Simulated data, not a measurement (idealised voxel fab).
You're looking at the process module voxel gate over fins.
Cross-section cut spans 195 nm and uses square cells 5 nm in size.
Square cells in a grid make up a cross-section in this document, and the grid is given as bands, listed from the top down, each one or more rows of cells.
Heads up on the band format: heights come first, top then bottom, in nm. After that it's the materials left to right, each with its width in nm. A single material flagged "all across" fills the whole band edge to edge, and "empty" means there's empty space there.
Heights are reckoned from 0. Under this level, the received wafer is all of one material. The bottommost band is open-ended downward, for example "z 0 and below".
Think of "30 to 40" as a width that walks from the first number to the second as you go down the band, top row to bottom row, taking equal-sized steps from row to row.
Where a step carries "all unchanged", the cross-section came out of it unchanged, cell for cell.
In the "Fully sealed cavities" entry, you get each enclosed empty space of 8 cells or more, one with no open way to the top, written width x height at distance, distance from the left edge, in nm.
after a step's settings: what the simulator itself notes on the step
"overlay nm", when on a step's line for a step with a mask, measures how far to the right of its planned place the mask lay; a negative measure means to the left.
Reading guide: pairs of cross-sections, before and after one process step; after view cut off at lowest changed band; step and settings listed under each pair. Pairs may stem from different runs of this module on the same starting wafer; continuity with the pair above only where the "Prior to step" entry states it.

-- Prior to step
  z 5 to 0  SiO2: 45, then SiN: 25, then SiO2: 15, then SiN: 25, then SiO2: 15, then SiN: 25, then SiO2: 45
  z 0 to -40  SiO2: 45, then Si: 25, then SiO2: 15, then Si: 25, then SiO2: 15, then Si: 25, then SiO2: 45
  z -40 and below  Si all across
  Fully sealed cavities: none

-- State After Step
  z 5 to 0  empty: 45, then SiN: 25, then empty: 15, then SiN: 25, then empty: 15, then SiN: 25, then empty: 45
  z 0 to -15  empty: 45, then Si: 25, then empty: 15, then Si: 25, then empty: 15, then Si: 25, then empty: 45
  Everything below -15 is unchanged.
  Fully sealed cavities: none
Going from one cross-section above to the next, the wafer undergoes SELECTIVE_ETCH [etch materials SiO2] [depth nm 20]

Prior to step: carried over from the after image of the pair right above.

-- State After Step
  z 0 to -15  empty: 45, then Si: 25, then empty: 15, then Si: 25, then empty: 15, then Si: 25, then empty: 45
  Everything below -15 is unchanged.
  Fully sealed cavities: none
Going from one cross-section above to the next, the wafer undergoes STRIP [etch materials SiN]

Prior to step: carried over from the after image of the pair right above.

-- State After Step
  z 5 to 0  empty: 40, then HfO2: 35, then empty: 5, then HfO2: 35, then empty: 5, then HfO2: 35, then empty: 40
  z 0 to -10  empty: 40, then HfO2: 5, then Si: 25, then HfO2: 5, then empty: 5, then HfO2: 5, then Si: 25, then HfO2: 5, then empty: 5, then HfO2: 5, then Si: 25, then HfO2: 5, then empty: 40
  z -10 to -15  HfO2: 45, then Si: 25, then HfO2: 15, then Si: 25, then HfO2: 15, then Si: 25, then HfO2: 45
  Everything below -15 is unchanged.
  Fully sealed cavities: none
Going from one cross-section above to the next, the wafer undergoes CONFORMAL_DEP [material HfO2] [thk nm 5]

Prior to step: carried over from the after image of the pair right above.

-- State After Step
  z 10 to 5  empty: 35, then TiN: 125, then empty: 35
  z 5 to 0  empty: 35, then TiN: 5, then HfO2: 35, then TiN: 5, then HfO2: 35, then TiN: 5, then HfO2: 35, then TiN: 5, then empty: 35
  z 0 to -5  empty: 35, then TiN: 5, then HfO2: 5, then Si: 25, then HfO2: 5, then TiN: 5, then HfO2: 5, then Si: 25, then HfO2: 5, then TiN: 5, then HfO2: 5, then Si: 25, then HfO2: 5, then TiN: 5, then empty: 35
  z -5 to -10  TiN: 40, then HfO2: 5, then Si: 25, then HfO2: 5, then TiN: 5, then HfO2: 5, then Si: 25, then HfO2: 5, then TiN: 5, then HfO2: 5, then Si: 25, then HfO2: 5, then TiN: 40
  Everything below -10 is unchanged.
  Fully sealed cavities: none
Going from one cross-section above to the next, the wafer undergoes CONFORMAL_DEP [material TiN] [thk nm 5]

Prior to step: carried over from the after image of the pair right above.

-- State After Step
  z 15 to 10  empty: 30, then TiAl: 135, then empty: 30
  z 10 to 5  empty: 30, then TiAl: 5, then TiN: 125, then TiAl: 5, then empty: 30
  z 5 to 0  empty: 30, then TiAl: 5, then TiN: 5, then HfO2: 35, then TiN: 5, then HfO2: 35, then TiN: 5, then HfO2: 35, then TiN: 5, then TiAl: 5, then empty: 30
  z 0 to -5  TiAl: 35, then TiN: 5, then HfO2: 5, then Si: 25, then HfO2: 5, then TiN: 5, then HfO2: 5, then Si: 25, then HfO2: 5, then TiN: 5, then HfO2: 5, then Si: 25, then HfO2: 5, then TiN: 5, then TiAl: 35
  Everything below -5 is unchanged.
  Fully sealed cavities: none
Going from one cross-section above to the next, the wafer undergoes CONFORMAL_DEP [material TiAl] [thk nm 5]

Prior to step: carried over from the after image of the pair right above.

-- State After Step
  z 20 to 15  empty: 25, then TiN: 145, then empty: 25
  z 15 to 10  empty: 25, then TiN: 5, then TiAl: 135, then TiN: 5, then empty: 25
  z 10 to 5  empty: 25, then TiN: 5, then TiAl: 5, then TiN: 125, then TiAl: 5, then TiN: 5, then empty: 25
  z 5 to 0  TiN: 30, then TiAl: 5, then TiN: 5, then HfO2: 35, then TiN: 5, then HfO2: 35, then TiN: 5, then HfO2: 35, then TiN: 5, then TiAl: 5, then TiN: 30
  Everything below 0 is unchanged.
  Fully sealed cavities: none
Going from one cross-section above to the next, the wafer undergoes CONFORMAL_DEP [material TiN] [thk nm 5]

Prior to step: carried over from the after image of the pair right above.

-- State After Step
  z 35 to 20  W all across
  z 20 to 15  W: 25, then TiN: 145, then W: 25
  z 15 to 10  W: 25, then TiN: 5, then TiAl: 135, then TiN: 5, then W: 25
  z 10 to 5  W: 25, then TiN: 5, then TiAl: 5, then TiN: 125, then TiAl: 5, then TiN: 5, then W: 25
  Everything below 5 is unchanged.
  Fully sealed cavities: none
Going from one cross-section above to the next, the wafer undergoes FILL_DEP [material W] [thk nm 15]

Prior to step: carried over from the after image of the pair right above.

-- State After Step
  z 30 to 20  W all across
  Everything below 20 is unchanged.
  Fully sealed cavities: none
Going from one cross-section above to the next, the wafer undergoes CMP [height nm 30]

Prior to step: carried over from the after image of the pair right above.

-- State After Step
  z 35 to 30  SiN all across
  Everything below 30 is unchanged.
  Fully sealed cavities: none
Going from one cross-section above to the next, the wafer undergoes CONFORMAL_DEP [material SiN] [thk nm 5]

-- Prior to step
  z 5 to 0  SiN all across
  z 0 and below  Si all across
  Fully sealed cavities: none

-- State After Step
  z 20 to 5  empty: 45, then resist: 15, then empty: 25, then resist: 15, then empty: 25, then resist: 15, then empty: 55
  Everything below 5 is unchanged.
  Fully sealed cavities: none
Going from one cross-section above to the next, the wafer undergoes PATTERN [tone cover] [mask id FINS] [material resist] [width nm 15] [pitch nm 40] [thk nm 15] [overlay nm -5]

Prior to step: carried over from the after image of the pair right above.

-- State After Step
  z 20 to 5  empty: 45, then resist: 15, then empty: 25, then resist: 15, then empty: 25, then resist: 15, then empty: 55
  z 5 to 0  empty: 45, then SiN: 15, then empty: 25, then SiN: 15, then empty: 25, then SiN: 15, then empty: 55
  Everything below 0 is unchanged.
  Fully sealed cavities: none
Going from one cross-section above to the next, the wafer undergoes DIRECTIONAL_ETCH [etch materials SiN] [depth nm 5]

Prior to step: carried over from the after image of the pair right above.

-- State After Step
  z 20 to 5  empty: 45, then resist: 15, then empty: 25, then resist: 15, then empty: 25, then resist: 15, then empty: 55
  z 5 to 0  empty: 45, then SiN: 15, then empty: 25, then SiN: 15, then empty: 25, then SiN: 15, then empty: 55
  z 0 to -40  empty: 45, then Si: 15, then empty: 25, then Si: 15, then empty: 25, then Si: 15, then empty: 55
  Everything below -40 is unchanged.
  Fully sealed cavities: none
Going from one cross-section above to the next, the wafer undergoes DIRECTIONAL_ETCH [etch materials Si] [depth nm 40]

Prior to step: carried over from the after image of the pair right above.

-- State After Step
  z 5 to 0  empty: 45, then SiN: 15, then empty: 25, then SiN: 15, then empty: 25, then SiN: 15, then empty: 55
  Everything below 0 is unchanged.
  Fully sealed cavities: none
Going from one cross-section above to the next, the wafer undergoes STRIP [etch materials resist]

Prior to step: carried over from the after image of the pair right above.

-- State After Step
  z 15 to 5  SiO2 all across
  z 5 to 0  SiO2: 45, then SiN: 15, then SiO2: 25, then SiN: 15, then SiO2: 25, then SiN: 15, then SiO2: 55
  z 0 to -40  SiO2: 45, then Si: 15, then SiO2: 25, then Si: 15, then SiO2: 25, then Si: 15, then SiO2: 55
  Everything below -40 is unchanged.
  Fully sealed cavities: none
Going from one cross-section above to the next, the wafer undergoes FILL_DEP [material SiO2] [thk nm 10]

Prior to step: carried over from the after image of the pair right above.

-- State After Step
  z 5 to 0  SiO2: 45, then SiN: 15, then SiO2: 25, then SiN: 15, then SiO2: 25, then SiN: 15, then SiO2: 55
  Everything below 0 is unchanged.
  Fully sealed cavities: none
Going from one cross-section above to the next, the wafer undergoes CMP [height nm 5]

Prior to step: carried over from the after image of the pair right above.

-- State After Step
  z 5 to 0  empty: 45, then SiN: 15, then empty: 25, then SiN: 15, then empty: 25, then SiN: 15, then empty: 55
  z 0 to -15  empty: 45, then Si: 15, then empty: 25, then Si: 15, then empty: 25, then Si: 15, then empty: 55
  Everything below -15 is unchanged.
  Fully sealed cavities: none
Going from one cross-section above to the next, the wafer undergoes SELECTIVE_ETCH [etch materials SiO2] [depth nm 20]

Prior to step: carried over from the after image of the pair right above.

-- State After Step
  z 0 to -15  empty: 45, then Si: 15, then empty: 25, then Si: 15, then empty: 25, then Si: 15, then empty: 55
  Everything below -15 is unchanged.
  Fully sealed cavities: none
Going from one cross-section above to the next, the wafer undergoes STRIP [etch materials SiN]

Prior to step: carried over from the after image of the pair right above.

-- State After Step
  z 5 to 0  empty: 40, then HfO2: 25, then empty: 15, then HfO2: 25, then empty: 15, then HfO2: 25, then empty: 50
  z 0 to -10  empty: 40, then HfO2: 5, then Si: 15, then HfO2: 5, then empty: 15, then HfO2: 5, then Si: 15, then HfO2: 5, then empty: 15, then HfO2: 5, then Si: 15, then HfO2: 5, then empty: 50
  z -10 to -15  HfO2: 45, then Si: 15, then HfO2: 25, then Si: 15, then HfO2: 25, then Si: 15, then HfO2: 55
  Everything below -15 is unchanged.
  Fully sealed cavities: none
Going from one cross-section above to the next, the wafer undergoes CONFORMAL_DEP [material HfO2] [thk nm 5]

Prior to step: carried over from the after image of the pair right above.

-- State After Step
  z 10 to 5  empty: 35, then TiN: 35, then empty: 5, then TiN: 35, then empty: 5, then TiN: 35, then empty: 45
  z 5 to 0  empty: 35, then TiN: 5, then HfO2: 25, then TiN: 5, then empty: 5, then TiN: 5, then HfO2: 25, then TiN: 5, then empty: 5, then TiN: 5, then HfO2: 25, then TiN: 5, then empty: 45
  z 0 to -5  empty: 35, then TiN: 5, then HfO2: 5, then Si: 15, then HfO2: 5, then TiN: 5, then empty: 5, then TiN: 5, then HfO2: 5, then Si: 15, then HfO2: 5, then TiN: 5, then empty: 5, then TiN: 5, then HfO2: 5, then Si: 15, then HfO2: 5, then TiN: 5, then empty: 45
  z -5 to -10  TiN: 40, then HfO2: 5, then Si: 15, then HfO2: 5, then TiN: 15, then HfO2: 5, then Si: 15, then HfO2: 5, then TiN: 15, then HfO2: 5, then Si: 15, then HfO2: 5, then TiN: 50
  Everything below -10 is unchanged.
  Fully sealed cavities: none
Going from one cross-section above to the next, the wafer undergoes CONFORMAL_DEP [material TiN] [thk nm 5]

Prior to step: carried over from the after image of the pair right above.

-- State After Step
  z 15 to 10  empty: 30, then TiAl: 125, then empty: 40
  z 10 to 5  empty: 30, then TiAl: 5, then TiN: 35, then TiAl: 5, then TiN: 35, then TiAl: 5, then TiN: 35, then TiAl: 5, then empty: 40
  z 5 to 0  empty: 30, then TiAl: 5, then TiN: 5, then HfO2: 25, then TiN: 5, then TiAl: 5, then TiN: 5, then HfO2: 25, then TiN: 5, then TiAl: 5, then TiN: 5, then HfO2: 25, then TiN: 5, then TiAl: 5, then empty: 40
  z 0 to -5  TiAl: 35, then TiN: 5, then HfO2: 5, then Si: 15, then HfO2: 5, then TiN: 5, then TiAl: 5, then TiN: 5, then HfO2: 5, then Si: 15, then HfO2: 5, then TiN: 5, then TiAl: 5, then TiN: 5, then HfO2: 5, then Si: 15, then HfO2: 5, then TiN: 5, then TiAl: 45
  Everything below -5 is unchanged.
  Fully sealed cavities: none
Going from one cross-section above to the next, the wafer undergoes CONFORMAL_DEP [material TiAl] [thk nm 5]

Prior to step: carried over from the after image of the pair right above.

-- State After Step
  z 20 to 15  empty: 25, then TiN: 135, then empty: 35
  z 15 to 10  empty: 25, then TiN: 5, then TiAl: 125, then TiN: 5, then empty: 35
  z 10 to 5  empty: 25, then TiN: 5, then TiAl: 5, then TiN: 35, then TiAl: 5, then TiN: 35, then TiAl: 5, then TiN: 35, then TiAl: 5, then TiN: 5, then empty: 35
  z 5 to 0  TiN: 30, then TiAl: 5, then TiN: 5, then HfO2: 25, then TiN: 5, then TiAl: 5, then TiN: 5, then HfO2: 25, then TiN: 5, then TiAl: 5, then TiN: 5, then HfO2: 25, then TiN: 5, then TiAl: 5, then TiN: 40
  Everything below 0 is unchanged.
  Fully sealed cavities: none
Going from one cross-section above to the next, the wafer undergoes CONFORMAL_DEP [material TiN] [thk nm 5]

Prior to step: carried over from the after image of the pair right above.

-- State After Step
  z 35 to 20  W all across
  z 20 to 15  W: 25, then TiN: 135, then W: 35
  z 15 to 10  W: 25, then TiN: 5, then TiAl: 125, then TiN: 5, then W: 35
  z 10 to 5  W: 25, then TiN: 5, then TiAl: 5, then TiN: 35, then TiAl: 5, then TiN: 35, then TiAl: 5, then TiN: 35, then TiAl: 5, then TiN: 5, then W: 35
  Everything below 5 is unchanged.
  Fully sealed cavities: none
Going from one cross-section above to the next, the wafer undergoes FILL_DEP [material W] [thk nm 15]

Prior to step: carried over from the after image of the pair right above.

-- State After Step
  z 30 to 20  W all across
  Everything below 20 is unchanged.
  Fully sealed cavities: none
Going from one cross-section above to the next, the wafer undergoes CMP [height nm 30]

Prior to step: carried over from the after image of the pair right above.

-- State After Step
  z 35 to 30  SiN all across
  Everything below 30 is unchanged.
  Fully sealed cavities: none
Going from one cross-section above to the next, the wafer undergoes CONFORMAL_DEP [material SiN] [thk nm 5]

-- Prior to step
  z 0 and below  Si all across
  Fully sealed cavities: none

-- State After Step
  z 5 to 0  W all across
  Everything below 0 is unchanged.
  Fully sealed cavities: none
Going from one cross-section above to the next, the wafer undergoes CONFORMAL_DEP [material W] [thk nm 5]

Prior to step: carried over from the after image of the pair right above.

-- State After Step
  z 20 to 5  empty: 50, then resist: 15, then empty: 25, then resist: 15, then empty: 25, then resist: 15, then empty: 50
  Everything below 5 is unchanged.
  Fully sealed cavities: none
Going from one cross-section above to the next, the wafer undergoes PATTERN [tone cover] [mask id FINS] [material resist] [width nm 15] [pitch nm 40] [thk nm 15] [overlay nm 0]

Prior to step: carried over from the after image of the pair right above.

-- State After Step
  z 5 to 0  W all across
  Everything below 0 is unchanged.
  Fully sealed cavities: none
Going from one cross-section above to the next, the wafer undergoes STRIP [etch materials resist]

Prior to step: carried over from the after image of the pair right above.

-- State After Step
  z 15 to 5  SiO2 all across
  Everything below 5 is unchanged.
  Fully sealed cavities: none
Going from one cross-section above to the next, the wafer undergoes FILL_DEP [material SiO2] [thk nm 10]

Prior to step: carried over from the after image of the pair right above.

-- State After Step
  z 5 to 0  W all across
  Everything below 0 is unchanged.
  Fully sealed cavities: none
Going from one cross-section above to the next, the wafer undergoes CMP [height nm 5]

Prior to step: carried over from the after image of the pair right above.

-- State After Step
  z 10 to 5  HfO2 all across
  Everything below 5 is unchanged.
  Fully sealed cavities: none
Going from one cross-section above to the next, the wafer undergoes CONFORMAL_DEP [material HfO2] [thk nm 5]

Prior to step: carried over from the after image of the pair right above.

-- State After Step
  z 15 to 10  TiN all across
  Everything below 10 is unchanged.
  Fully sealed cavities: none
Going from one cross-section above to the next, the wafer undergoes CONFORMAL_DEP [material TiN] [thk nm 5]

Prior to step: carried over from the after image of the pair right above.

-- State After Step
  z 20 to 15  TiAl all across
  Everything below 15 is unchanged.
  Fully sealed cavities: none
Going from one cross-section above to the next, the wafer undergoes CONFORMAL_DEP [material TiAl] [thk nm 5]

Prior to step: carried over from the after image of the pair right above.

-- State After Step
  z 25 to 20  TiN all across
  Everything below 20 is unchanged.
  Fully sealed cavities: none
Going from one cross-section above to the next, the wafer undergoes CONFORMAL_DEP [material TiN] [thk nm 5]

Prior to step: carried over from the after image of the pair right above.

-- State After Step
  z 40 to 25  W all across
  Everything below 25 is unchanged.
  Fully sealed cavities: none
Going from one cross-section above to the next, the wafer undergoes FILL_DEP [material W] [thk nm 15]

Prior to step: carried over from the after image of the pair right above.

-- State After Step
  z 30 to 25  W all across
  Everything below 25 is unchanged.
  Fully sealed cavities: none
Going from one cross-section above to the next, the wafer undergoes CMP [height nm 30]

Prior to step: carried over from the after image of the pair right above.

-- State After Step
  z 35 to 30  SiN all across
  Everything below 30 is unchanged.
  Fully sealed cavities: none
Going from one cross-section above to the next, the wafer undergoes CONFORMAL_DEP [material SiN] [thk nm 5]

-- Prior to step
  z 5 to 0  SiN all across
  z 0 and below  Si all across
  Fully sealed cavities: none

-- State After Step
  z 20 to 5  resist: 50, then empty: 15, then resist: 25, then empty: 15, then resist: 25, then empty: 15, then resist: 50
  Everything below 5 is unchanged.
  Fully sealed cavities: none
Going from one cross-section above to the next, the wafer undergoes PATTERN [tone open] [mask id FINS] [material resist] [width nm 15] [pitch nm 40] [thk nm 15] [overlay nm 0]

Prior to step: carried over from the after image of the pair right above.

-- State After Step
  z 20 to 5  resist: 50, then empty: 15, then resist: 25, then empty: 15, then resist: 25, then empty: 15, then resist: 50
  z 5 to 0  SiN: 50, then empty: 15, then SiN: 25, then empty: 15, then SiN: 25, then empty: 15, then SiN: 50
  Everything below 0 is unchanged.
  Fully sealed cavities: none
Going from one cross-section above to the next, the wafer undergoes DIRECTIONAL_ETCH [etch materials SiN] [depth nm 5]

Prior to step: carried over from the after image of the pair right above.

-- State After Step
  z 20 to 5  resist: 50, then empty: 15, then resist: 25, then empty: 15, then resist: 25, then empty: 15, then resist: 50
  z 5 to 0  SiN: 50, then empty: 15, then SiN: 25, then empty: 15, then SiN: 25, then empty: 15, then SiN: 50
  z 0 to -40  Si: 50, then empty: 15, then Si: 25, then empty: 15, then Si: 25, then empty: 15, then Si: 50
  Everything below -40 is unchanged.
  Fully sealed cavities: none
Going from one cross-section above to the next, the wafer undergoes DIRECTIONAL_ETCH [etch materials Si] [depth nm 40]

Prior to step: carried over from the after image of the pair right above.

-- State After Step
  z 5 to 0  SiN: 50, then empty: 15, then SiN: 25, then empty: 15, then SiN: 25, then empty: 15, then SiN: 50
  Everything below 0 is unchanged.
  Fully sealed cavities: none
Going from one cross-section above to the next, the wafer undergoes STRIP [etch materials resist]

Prior to step: carried over from the after image of the pair right above.

-- State After Step
  z 15 to 5  SiO2 all across
  z 5 to 0  SiN: 50, then SiO2: 15, then SiN: 25, then SiO2: 15, then SiN: 25, then SiO2: 15, then SiN: 50
  z 0 to -40  Si: 50, then SiO2: 15, then Si: 25, then SiO2: 15, then Si: 25, then SiO2: 15, then Si: 50
  Everything below -40 is unchanged.
  Fully sealed cavities: none
Going from one cross-section above to the next, the wafer undergoes FILL_DEP [material SiO2] [thk nm 10]

Prior to step: carried over from the after image of the pair right above.

-- State After Step
  z 5 to 0  SiN: 50, then SiO2: 15, then SiN: 25, then SiO2: 15, then SiN: 25, then SiO2: 15, then SiN: 50
  Everything below 0 is unchanged.
  Fully sealed cavities: none
Going from one cross-section above to the next, the wafer undergoes CMP [height nm 5]

Prior to step: carried over from the after image of the pair right above.

-- State After Step
  z 5 to 0  SiN: 50, then empty: 15, then SiN: 25, then empty: 15, then SiN: 25, then empty: 15, then SiN: 50
  z 0 to -15  Si: 50, then empty: 15, then Si: 25, then empty: 15, then Si: 25, then empty: 15, then Si: 50
  Everything below -15 is unchanged.
  Fully sealed cavities: none
Going from one cross-section above to the next, the wafer undergoes SELECTIVE_ETCH [etch materials SiO2] [depth nm 20]

Prior to step: carried over from the after image of the pair right above.

-- State After Step
  z 0 to -15  Si: 50, then empty: 15, then Si: 25, then empty: 15, then Si: 25, then empty: 15, then Si: 50
  Everything below -15 is unchanged.
  Fully sealed cavities: none
Going from one cross-section above to the next, the wafer undergoes STRIP [etch materials SiN]

Prior to step: carried over from the after image of the pair right above.

-- State After Step
  z 5 to 0  HfO2: 55, then empty: 5, then HfO2: 35, then empty: 5, then HfO2: 35, then empty: 5, then HfO2: 55
  z 0 to -10  Si: 50, then HfO2: 5, then empty: 5, then HfO2: 5, then Si: 25, then HfO2: 5, then empty: 5, then HfO2: 5, then Si: 25, then HfO2: 5, then empty: 5, then HfO2: 5, then Si: 50
  z -10 to -15  Si: 50, then HfO2: 15, then Si: 25, then HfO2: 15, then Si: 25, then HfO2: 15, then Si: 50
  Everything below -15 is unchanged.
  Fully sealed cavities: none
Going from one cross-section above to the next, the wafer undergoes CONFORMAL_DEP [material HfO2] [thk nm 5]

Prior to step: carried over from the after image of the pair right above.

-- State After Step
  z 10 to 5  TiN all across
  z 5 to 0  HfO2: 55, then TiN: 5, then HfO2: 35, then TiN: 5, then HfO2: 35, then TiN: 5, then HfO2: 55
  z 0 to -10  Si: 50, then HfO2: 5, then TiN: 5, then HfO2: 5, then Si: 25, then HfO2: 5, then TiN: 5, then HfO2: 5, then Si: 25, then HfO2: 5, then TiN: 5, then HfO2: 5, then Si: 50
  Everything below -10 is unchanged.
  Fully sealed cavities: none
Going from one cross-section above to the next, the wafer undergoes CONFORMAL_DEP [material TiN] [thk nm 5]

Prior to step: carried over from the after image of the pair right above.

-- State After Step
  z 15 to 10  TiAl all across
  Everything below 10 is unchanged.
  Fully sealed cavities: none
Going from one cross-section above to the next, the wafer undergoes CONFORMAL_DEP [material TiAl] [thk nm 5]

Prior to step: carried over from the after image of the pair right above.

-- State After Step
  z 20 to 15  TiN all across
  Everything below 15 is unchanged.
  Fully sealed cavities: none
Going from one cross-section above to the next, the wafer undergoes CONFORMAL_DEP [material TiN] [thk nm 5]

Prior to step: carried over from the after image of the pair right above.

-- State After Step
  z 35 to 20  W all across
  Everything below 20 is unchanged.
  Fully sealed cavities: none
Going from one cross-section above to the next, the wafer undergoes FILL_DEP [material W] [thk nm 15]

Prior to step: carried over from the after image of the pair right above.

-- State After Step
  z 30 to 20  W all across
  Everything below 20 is unchanged.
  Fully sealed cavities: none
Going from one cross-section above to the next, the wafer undergoes CMP [height nm 30]

Prior to step: carried over from the after image of the pair right above.

-- State After Step
  z 35 to 30  SiN all across
  Everything below 30 is unchanged.
  Fully sealed cavities: none
Going from one cross-section above to the next, the wafer undergoes CONFORMAL_DEP [material SiN] [thk nm 5]
